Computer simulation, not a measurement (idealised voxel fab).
Name of the process module below: voxel lift off
The cross-section shown here is cut; it is 225 nm wide and divided into square cells measuring 5 nm on a side.
Notation: cross-section as square-cell grid; stated in bands, top first, going down; one or more cell rows per band.
Look at the band entry: it leads with the top's height and the bottom's height in nm. Then it lists the materials left to right, with a width in nm for each. The word "edge to edge" on a single material says that material fills the band edge to edge. The word "air" is empty space.
It should be noted that heights are counted from 0, beneath which the wafer as supplied is of one material throughout, and that the lowest band possesses no lower boundary but continues downward, as written in "0 down".
When a width is written as two numbers, as in "30..40", the first number is the width in the top row of cells of the band and the second is the width in its bottom row, and the width changes by the same amount from each row to the next.
"changes: none" -> step changed no cross-section cell.
Entry "Enclosed void catalog" = empty spaces >= 8 cells with no open way to the top; each as width x height at distance, distance from left edge, all nm.
On each step's line, the part that comes after the settings is the simulator's own comment on the step.
What "overlay nm" on a step's line means: if the step has a mask, that mask lay this far to the right of its planned place, or, when the value is negative, to the left.
# Process steps foreseen in the plan
1 RECEIVE: material Si
2 CONFORMAL_DEP: material SiO2, thk nm 10
3 PATTERN: tone open, mask id LINES, material resist, width nm 20, pitch nm 50, thk nm 20, overlay nm 0
4 DIRECTIONAL_DEP: material Ru, thk nm 5
5 STRIP: etch materials resist
6 CONFORMAL_DEP: material SiO2, thk nm 5
# Wafer as received: cross-section following step 1
* 0 down = Si edge to edge
* Enclosed void catalog: none
# Module complete - cross-section of the first of two wafers, run according to plan
* 20 to 15 = 70 air | 30 SiO2 | 20 air | 30 SiO2 | 75 air
* 15 to 10 = 75 SiO2 | 20 Ru | 30 SiO2 | 20 Ru | 80 SiO2
* 10 to 0 = SiO2 edge to edge
* 0 down = Si edge to edge
* Enclosed void catalog: none
# Presented here is a cross-section of the second of the two wafers as it stood at the end of the module. It was started in the same manner and assigned the same plan as the first wafer; however, one mistake was made in its execution
* 30 to 25 = 70 air | 30 SiO2 | 20 air | 30 SiO2 | 75 air
* 25 to 15 = 70 air | 5 SiO2 | 20 Ru | 5 SiO2 | 20 air | 5 SiO2 | 20 Ru | 5 SiO2 | 75 air
* 15 to 10 = 75 SiO2 | 20 Ru | 30 SiO2 | 20 Ru | 80 SiO2
* 10 to 0 = SiO2 edge to edge
* 0 down = Si edge to edge
* Enclosed void catalog: none
Plan not followed: step 4: run off-plan, actual operation and settings DIRECTIONAL_DEP: material Ru, thk nm 15
Counted in cells at the end, the second wafer holds more or fewer of these materials than the first: +16 Ru, +8 SiO2
